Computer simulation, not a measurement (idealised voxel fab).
You're looking at the process module voxel transistor to metal.
Cross-sectional view cut (width: 270 nm; square cell size: 5 nm).
In what follows, cross-sections appear as grids of square cells, described through bands that run from the top down, where every band is one or more rows of cells.
Band: top height; bottom height; in nm. Then, left to right: material with width in nm, for each material. "all across": a single material spanning edge to edge. "air": empty space.
Convention: height 0 is the level below which the wafer, as received, is all one material. The lowest band does not terminate at the bottom but continues downward, represented as "from 0 down".
The notation "30..40" denotes a width that varies across the rows of cells in the band, beginning at the first number in the top row, finishing at the second number in the bottom row, and changing by an identical amount from each row to the next.
For the purposes of this document, the phrase "no modification" attached to a step denotes that no cell within the cross-section was modified by that step.
"Entrapped void list" - sealed voids, min. 8 cells, no opening to top; format: width x height at distance (distance from left edge; nm throughout).
Read whatever lies past the settings on a step's line as the simulator's own remark about the step.
overlay nm, on a step with a mask: how far to the right of its planned place the mask lay; to the left if negative
-- The following list gives the planned process steps
1) RECEIVE | material Si
2) CONFORMAL_DEP | material SiO2 | thk nm 5
3) CONFORMAL_DEP | material SiN | thk nm 15
4) PATTERN | tone cover | mask id ACTIVE | material resist | width nm 100 | pitch nm 130 | thk nm 20 | overlay nm 0
5) DIRECTIONAL_ETCH | etch materials SiN | depth nm 15
6) DIRECTIONAL_ETCH | etch materials SiO2 | depth nm 5
7) DIRECTIONAL_ETCH | etch materials Si | depth nm 30
8) STRIP | etch materials resist
9) OXIDIZE | depth nm 5
10) FILL_DEP | material SiO2 | thk nm 5
11) CMP | height nm 20
12) SELECTIVE_ETCH | etch materials SiO2 | depth nm 15
13) STRIP | etch materials SiN
14) SELECTIVE_ETCH | etch materials SiO2 | depth nm 5
15) OXIDIZE | depth nm 5
16) DIRECTIONAL_DEP | material polySi | thk nm 25
17) DIRECTIONAL_DEP | material SiCN | thk nm 10
18) MASKED_ETCH | tone cover | mask id GATE | width nm 20 | pitch nm 130 | etch materials SiCN | depth nm 20 | overlay nm 0
19) MASKED_ETCH | tone cover | mask id GATE | width nm 20 | pitch nm 130 | etch materials polySi | depth nm 35 | overlay nm 0
20) CONFORMAL_DEP | material SiO2 | thk nm 5
21) DIRECTIONAL_ETCH | etch materials SiO2 | depth nm 5
22) CONFORMAL_DEP | material SiN | thk nm 5
23) DIRECTIONAL_ETCH | etch materials SiN | depth nm 5
24) DIRECTIONAL_ETCH | etch materials SiO2 | depth nm 5
25) DIRECTIONAL_ETCH | etch materials Si | depth nm 15
26) EPI | material pSi | thk nm 20
27) FILL_DEP | material SiO2 | thk nm 5
28) CMP | height nm 35
29) DIRECTIONAL_DEP | material SiO2 | thk nm 15
30) MASKED_ETCH | tone open | mask id CONTACT | width nm 15 | etch materials SiO2 | depth nm 50 | overlay nm 0
31) CONFORMAL_DEP | material TiN | thk nm 5
32) FILL_DEP | material Ru | thk nm 10
33) CMP | height nm 50
34) CONFORMAL_DEP | material SiN | thk nm 5
35) DIRECTIONAL_DEP | material lowk | thk nm 15
36) PATTERN | tone open | mask id METAL_1 | material resist | width nm 15 | thk nm 20 | overlay nm 0
37) DIRECTIONAL_ETCH | etch materials lowk | depth nm 15
38) DIRECTIONAL_ETCH | etch materials SiN | depth nm 5
39) STRIP | etch materials resist
40) CONFORMAL_DEP | material TiN | thk nm 5
41) FILL_DEP | material W | thk nm 5
42) CMP | height nm 70
43) EPI | material Ru | thk nm 5
44) FILL_DEP | material SiCN | thk nm 5
-- Cross-section of the incoming wafer, state after step 1
> from 0 down: Si all across
> Entrapped void list: none
-- Result of the module, cross-sectioned: start per above, plan per above, one error in how it was run
> from 80 to 75: SiCN all across
> from 75 to 70: SiCN: 20 / Ru: 25 / SiCN: 50 / Ru: 25 / SiCN: 30 / Ru: 25 / SiCN: 50 / Ru: 25 / SiCN: 20
> from 70 to 55: lowk: 25 / TiN: 5 / W: 5 / TiN: 5 / lowk: 60 / TiN: 5 / W: 5 / TiN: 5 / lowk: 40 / TiN: 5 / W: 5 / TiN: 5 / lowk: 60 / TiN: 5 / W: 5 / TiN: 5 / lowk: 25
> from 55 to 50: SiN: 25 / TiN: 15 / SiN: 60 / TiN: 15 / SiN: 40 / TiN: 15 / SiN: 60 / TiN: 15 / SiN: 25
> from 50 to 40: Ru: 20 / TiN: 5 / SiO2: 15 / TiN: 5 / Ru: 50 / TiN: 5 / SiO2: 15 / TiN: 5 / Ru: 30 / TiN: 5 / SiO2: 15 / TiN: 5 / Ru: 50 / TiN: 5 / SiO2: 15 / TiN: 5 / Ru: 20
> from 40 to 35: Ru: 20 / TiN: 5 / SiO2: 15 / TiN: 60 / SiO2: 15 / TiN: 5 / Ru: 30 / TiN: 5 / SiO2: 15 / TiN: 60 / SiO2: 15 / TiN: 5 / Ru: 20
> from 35 to 25: Ru: 20 / TiN: 5 / SiO2: 15 / TiN: 10 / SiN: 5 / TiN: 5 / SiCN: 20 / TiN: 5 / SiN: 5 / TiN: 10 / SiO2: 15 / TiN: 5 / Ru: 30 / TiN: 5 / SiO2: 15 / TiN: 10 / SiN: 5 / TiN: 5 / SiCN: 20 / TiN: 5 / SiN: 5 / TiN: 10 / SiO2: 15 / TiN: 5 / Ru: 20
> from 25 to 15: Ru: 20 / TiN: 5 / SiO2: 15 / TiN: 10 / SiN: 5 / TiN: 5 / polySi: 20 / TiN: 5 / SiN: 5 / TiN: 10 / SiO2: 15 / TiN: 5 / Ru: 30 / TiN: 5 / SiO2: 15 / TiN: 10 / SiN: 5 / TiN: 5 / polySi: 20 / TiN: 5 / SiN: 5 / TiN: 10 / SiO2: 15 / TiN: 5 / Ru: 20
> from 15 to 5: Ru: 20 / TiN: 5 / SiO2: 5 / pSi: 20 / SiN: 5 / TiN: 5 / polySi: 20 / TiN: 5 / SiN: 5 / pSi: 20 / SiO2: 5 / TiN: 5 / Ru: 30 / TiN: 5 / SiO2: 5 / pSi: 20 / SiN: 5 / TiN: 5 / polySi: 20 / TiN: 5 / SiN: 5 / pSi: 20 / SiO2: 5 / TiN: 5 / Ru: 20
> from 5 to 0: TiN: 25 / SiO2: 5 / pSi: 20 / SiN: 5 / TiN: 5 / polySi: 20 / TiN: 5 / SiN: 5 / pSi: 20 / SiO2: 5 / TiN: 40 / SiO2: 5 / pSi: 20 / SiN: 5 / TiN: 5 / polySi: 20 / TiN: 5 / SiN: 5 / pSi: 20 / SiO2: 5 / TiN: 25
> from 0 to -5: SiO2: 20 / pSi: 30 / SiO2: 40 / pSi: 30 / SiO2: 30 / pSi: 30 / SiO2: 40 / pSi: 30 / SiO2: 20
> from -5 to -20: SiO2: 25 / pSi: 25 / Si: 40 / pSi: 25 / SiO2: 40 / pSi: 25 / Si: 40 / pSi: 25 / SiO2: 25
> from -20 to -35: SiO2: 25 / Si: 90 / SiO2: 40 / Si: 90 / SiO2: 25
> from -35 down: Si all across
> Entrapped void list: none
Where did the run depart from the plan? step 30 went in with a setting other than planned; the actual run was MASKED_ETCH | tone cover | mask id CONTACT | width nm 15 | etch materials SiO2 | depth nm 50 | overlay nm 0
